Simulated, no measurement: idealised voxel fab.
Herein follows the process module entitled voxel tone inversion.
Shown is cross-section cut, with a width of 255 nm and square cells of size 5 nm.
Cross-section, as written here: a square-cell grid given band by band from the top down, where a band holds one or more rows of cells. Read a band's entry like this: the first values are the height of its top and the height of its bottom in nm, and what follows is the sequence of materials from left to right, each with its width in nm. Note that "air" is empty space, and that a single material marked "edge to edge" reaches across the band from edge to edge. Measure heights from 0. That's the level where, below it, the as-received wafer is all one material. The lowest band is bottomless and extends downward; write it as in "0 -> down". The width entry "30..40" should be interpreted row by row: the top row of cells in the band takes the first number, the bottom row takes the second number, and the change between adjacent rows is uniform throughout. What does "nothing altered" mean for a step? It means no cell of the cross-section changed in that step. Enclosed voids (no open way to top), threshold 8 cells or more, entry "Closed void inventory", notation width x height at distance, distance from left edge, nm. It should be noted that, on the line of a given step, the content following the step's settings is a remark produced by the simulator itself with respect to that step. The optional step-line setting "overlay nm" applies to steps with a mask and quantifies how far to the right of its planned location the mask lay, a negative value indicating leftward placement.

STEPS PLANNED FOR THE PROCESS
- 1: RECEIVE with material Si
- 2: CONFORMAL_DEP with material SiN, thk nm 5
- 3: DIRECTIONAL_DEP with material aC, thk nm 20
- 4: PATTERN with tone cover, mask id POSTS, material resist, width nm 25, pitch nm 55, thk nm 25, overlay nm 0
- 5: DIRECTIONAL_ETCH with etch materials aC, depth nm 20
- 6: STRIP with etch materials resist
- 7: FILL_DEP with material SiO2, thk nm 10
- 8: CMP with height nm 25
- 9: STRIP with etch materials aC
- 10: CONFORMAL_DEP with material TiN, thk nm 5
- 11: FILL_DEP with material Cu, thk nm 10
- 12: CMP with height nm 25
- 13: CONFORMAL_DEP with material SiN, thk nm 5

WAFER CROSS-SECTION ON RECEIPT, I.E. AFTER STEP 1
0 -> down | Si edge to edge
Closed void inventory: none

RUN AS PLANNED - FIRST OF THE TWO WAFERS CROSS-SECTIONED AT THE END OF THE MODULE
30 -> 25 | SiN edge to edge
25 -> 10 | SiO2=30, then TiN=5, then Cu=15, then TiN=5, then SiO2=30, then TiN=5, then Cu=15, then TiN=5, then SiO2=30, then TiN=5, then Cu=15, then TiN=5, then SiO2=30, then TiN=5, then Cu=15, then TiN=5, then SiO2=35
10 -> 5 | SiO2=30, then TiN=25, then SiO2=30, then TiN=25, then SiO2=30, then TiN=25, then SiO2=30, then TiN=25, then SiO2=35
5 -> 0 | SiN edge to edge
0 -> down | Si edge to edge
Closed void inventory: none

WAFER TWO CROSS-SECTION, MODULE END. START AND PLAN UNCHANGED FROM WAFER ONE; ONE MISTAKE MADE DURING THE RUN
30 -> 25 | SiN edge to edge
25 -> 10 | Cu=25, then TiN=5, then SiO2=25, then TiN=5, then Cu=20, then TiN=5, then SiO2=25, then TiN=5, then Cu=20, then TiN=5, then SiO2=25, then TiN=5, then Cu=20, then TiN=5, then SiO2=25, then TiN=5, then Cu=30
10 -> 5 | TiN=30, then SiO2=25, then TiN=30, then SiO2=25, then TiN=30, then SiO2=25, then TiN=30, then SiO2=25, then TiN=35
5 -> 0 | SiN edge to edge
0 -> down | Si edge to edge
Closed void inventory: none
Short version of what went wrong: for step 4, the planned setting was not used; the step was instead run as PATTERN with tone open, mask id POSTS, material resist, width nm 25, pitch nm 55, thk nm 25, overlay nm 0
Per the end-of-run cell counts, the second wafer holds more or fewer of some materials than the first: Cu +33, SiO2 -44, TiN +11
